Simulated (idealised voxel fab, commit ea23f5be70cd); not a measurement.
The following is a process module called voxel gate over fins.
Shown is cross-section cut, with a width of 280 nm and square cells of size 5 nm.
A cross-section is written here as square cells arranged in a grid, and it is given in bands from the top down, each band taking up one or more rows of cells. This entry defines a band. It first specifies the height of the band's top and the height of its bottom in nm, and then specifies the band's materials from left to right, stating each material with its width in nm. The word "all across" identifies a single material that fills the band from edge to edge, while the word "air" identifies empty space. Height datum 0, below which the as-received substrate wafer is one material. Lowest band open at the bottom, running downward: "0 and below". Width: "30 to 40" (first number = top row, second number = bottom row, same change from row to row of cells). Key: "no modifications" - step with no changed cell in the cross-section. Empty spaces counting at least 8 cells and having no open way to the top are listed in "Closed voids list". The notation width x height at distance is used for each, the distance being from the left edge and all three values in nm. Text after the settings on a step's line: the simulator's own remark on that step. What "overlay nm" on a step's line means: if the step has a mask, that mask lay this far to the right of its planned place, or, when the value is negative, to the left.

# plan
1. RECEIVE,material Si
2. CONFORMAL_DEP,material SiN,thk nm 5
3. PATTERN,tone cover,mask id FINS,material resist,width nm 15,pitch nm 45,thk nm 20,overlay nm 0
4. DIRECTIONAL_ETCH,etch materials SiN,depth nm 5
5. DIRECTIONAL_ETCH,etch materials Si,depth nm 30
6. STRIP,etch materials resist
7. FILL_DEP,material SiO2,thk nm 5
8. CMP,height nm 5
9. SELECTIVE_ETCH,etch materials SiO2,depth nm 15
10. STRIP,etch materials SiN
11. CONFORMAL_DEP,material HfO2,thk nm 5
12. CONFORMAL_DEP,material TiN,thk nm 5
13. FILL_DEP,material W,thk nm 10
14. CMP,height nm 15
15. CONFORMAL_DEP,material SiCN,thk nm 5

# First wafer out of two, processed as planned

# Wafer as received: cross-section following step 1
> 0 and below = Si all across
> Closed voids list: none

# Step 2 complete: cross-section through the wafer
> 5 down to 0 = SiN all across
> Lower than 0, everything is as it was.

# Step 3 complete: cross-section through the wafer
> 25 down to 5 = 110 nm air  15 nm resist  30 nm air  15 nm resist  110 nm air
> Lower than 5, everything is as it was.

# Step 4 complete: cross-section through the wafer
> 25 down to 5 = 110 nm air  15 nm resist  30 nm air  15 nm resist  110 nm air
> 5 down to 0 = 110 nm air  15 nm SiN  30 nm air  15 nm SiN  110 nm air
> Lower than 0, everything is as it was.

# Step 5 complete: cross-section through the wafer
> 25 down to 5 = 110 nm air  15 nm resist  30 nm air  15 nm resist  110 nm air
> 5 down to 0 = 110 nm air  15 nm SiN  30 nm air  15 nm SiN  110 nm air
> 0 down to -30 = 110 nm air  15 nm Si  30 nm air  15 nm Si  110 nm air
> Lower than -30, everything is as it was.

# Step 6 complete: cross-section through the wafer
> 5 down to 0 = 110 nm air  15 nm SiN  30 nm air  15 nm SiN  110 nm air
> Lower than 0, everything is as it was.

# Step 7 complete: cross-section through the wafer
> 10 down to 5 = SiO2 all across
> 5 down to 0 = 110 nm SiO2  15 nm SiN  30 nm SiO2  15 nm SiN  110 nm SiO2
> 0 down to -30 = 110 nm SiO2  15 nm Si  30 nm SiO2  15 nm Si  110 nm SiO2
> Lower than -30, everything is as it was.

# Step 8 complete: cross-section through the wafer
> 5 down to 0 = 110 nm SiO2  15 nm SiN  30 nm SiO2  15 nm SiN  110 nm SiO2
> Lower than 0, everything is as it was.

# Step 9 complete: cross-section through the wafer
> 5 down to 0 = 110 nm air  15 nm SiN  30 nm air  15 nm SiN  110 nm air
> 0 down to -10 = 110 nm air  15 nm Si  30 nm air  15 nm Si  110 nm air
> Lower than -10, everything is as it was.

# Step 10 complete: cross-section through the wafer
> 0 down to -10 = 110 nm air  15 nm Si  30 nm air  15 nm Si  110 nm air
> Lower than -10, everything is as it was.

# Step 11 complete: cross-section through the wafer
> 5 down to 0 = 105 nm air  25 nm HfO2  20 nm air  25 nm HfO2  105 nm air
> 0 down to -5 = 105 nm air  5 nm HfO2  15 nm Si  5 nm HfO2  20 nm air  5 nm HfO2  15 nm Si  5 nm HfO2  105 nm air
> -5 down to -10 = 110 nm HfO2  15 nm Si  30 nm HfO2  15 nm Si  110 nm HfO2
> Lower than -10, everything is as it was.

# Step 12 complete: cross-section through the wafer
> 10 down to 5 = 100 nm air  35 nm TiN  10 nm air  35 nm TiN  100 nm air
> 5 down to 0 = 100 nm air  5 nm TiN  25 nm HfO2  5 nm TiN  10 nm air  5 nm TiN  25 nm HfO2  5 nm TiN  100 nm air
> 0 down to -5 = 105 nm TiN  5 nm HfO2  15 nm Si  5 nm HfO2  20 nm TiN  5 nm HfO2  15 nm Si  5 nm HfO2  105 nm TiN
> Lower than -5, everything is as it was.

# Step 13 complete: cross-section through the wafer
> 20 down to 10 = W all across
> 10 down to 5 = 100 nm W  35 nm TiN  10 nm W  35 nm TiN  100 nm W
> 5 down to 0 = 100 nm W  5 nm TiN  25 nm HfO2  5 nm TiN  10 nm W  5 nm TiN  25 nm HfO2  5 nm TiN  100 nm W
> Lower than 0, everything is as it was.

# Step 14 complete: cross-section through the wafer
> 15 down to 10 = W all across
> Lower than 10, everything is as it was.

# Step 15 complete: cross-section through the wafer
> 20 down to 15 = SiCN all across
> Lower than 15, everything is as it was.

# Second of two: same start, same plan, one run error; steps up to and including 2 match the first

# Second wafer profile in section, at the moment step 3 of the plan was meant to be complete
> 25 down to 5 = 110 nm resist  15 nm air  30 nm resist  15 nm air  110 nm resist
> Lower than 5, everything is as it was.

# Second wafer profile in section, at the moment step 4 of the plan was meant to be complete
> 25 down to 5 = 110 nm resist  15 nm air  30 nm resist  15 nm air  110 nm resist
> 5 down to 0 = 110 nm SiN  15 nm air  30 nm SiN  15 nm air  110 nm SiN
> Lower than 0, everything is as it was.

# Second wafer profile in section, at the moment step 5 of the plan was meant to be complete
> 25 down to 5 = 110 nm resist  15 nm air  30 nm resist  15 nm air  110 nm resist
> 5 down to 0 = 110 nm SiN  15 nm air  30 nm SiN  15 nm air  110 nm SiN
> 0 down to -30 = 110 nm Si  15 nm air  30 nm Si  15 nm air  110 nm Si
> Lower than -30, everything is as it was.

# Second wafer profile in section, at the moment step 6 of the plan was meant to be complete
> 5 down to 0 = 110 nm SiN  15 nm air  30 nm SiN  15 nm air  110 nm SiN
> Lower than 0, everything is as it was.

# Second wafer profile in section, at the moment step 7 of the plan was meant to be complete
> 10 down to 5 = SiO2 all across
> 5 down to 0 = 110 nm SiN  15 nm SiO2  30 nm SiN  15 nm SiO2  110 nm SiN
> 0 down to -30 = 110 nm Si  15 nm SiO2  30 nm Si  15 nm SiO2  110 nm Si
> Lower than -30, everything is as it was.

# Second wafer profile in section, at the moment step 8 of the plan was meant to be complete
> 5 down to 0 = 110 nm SiN  15 nm SiO2  30 nm SiN  15 nm SiO2  110 nm SiN
> Lower than 0, everything is as it was.

# Second wafer profile in section, at the moment step 9 of the plan was meant to be complete
> 5 down to 0 = 110 nm SiN  15 nm air  30 nm SiN  15 nm air  110 nm SiN
> 0 down to -10 = 110 nm Si  15 nm air  30 nm Si  15 nm air  110 nm Si
> Lower than -10, everything is as it was.

# Second wafer profile in section, at the moment step 10 of the plan was meant to be complete
> 0 down to -10 = 110 nm Si  15 nm air  30 nm Si  15 nm air  110 nm Si
> Lower than -10, everything is as it was.

# Second wafer profile in section, at the moment step 11 of the plan was meant to be complete
> 5 down to 0 = 115 nm HfO2  5 nm air  40 nm HfO2  5 nm air  115 nm HfO2
> 0 down to -5 = 110 nm Si  5 nm HfO2  5 nm air  5 nm HfO2  30 nm Si  5 nm HfO2  5 nm air  5 nm HfO2  110 nm Si
> -5 down to -10 = 110 nm Si  15 nm HfO2  30 nm Si  15 nm HfO2  110 nm Si
> Lower than -10, everything is as it was.

# Second wafer profile in section, at the moment step 12 of the plan was meant to be complete
> 10 down to 5 = TiN all across
> 5 down to 0 = 115 nm HfO2  5 nm TiN  40 nm HfO2  5 nm TiN  115 nm HfO2
> 0 down to -5 = 110 nm Si  5 nm HfO2  5 nm TiN  5 nm HfO2  30 nm Si  5 nm HfO2  5 nm TiN  5 nm HfO2  110 nm Si
> Lower than -5, everything is as it was.

# Second wafer profile in section, at the moment step 13 of the plan was meant to be complete
> 20 down to 10 = W all across
> Lower than 10, everything is as it was.

# Second wafer profile in section, at the moment step 14 of the plan was meant to be complete
> 15 down to 10 = W all across
> Lower than 10, everything is as it was.

# Second wafer profile in section, at the moment step 15 of the plan was meant to be complete
> 20 down to 15 = SiCN all across
> Lower than 15, everything is as it was.
Plan not followed: step 3 was run on a setting that differed from the plan, and what really ran there is PATTERN,tone open,mask id FINS,material resist,width nm 15,pitch nm 45,thk nm 20,overlay nm 0
FYI, end of process, the second wafer has more or fewer cells of some materials than the first: +264 Si | -176 SiO2 | -4 TiN | -84 W
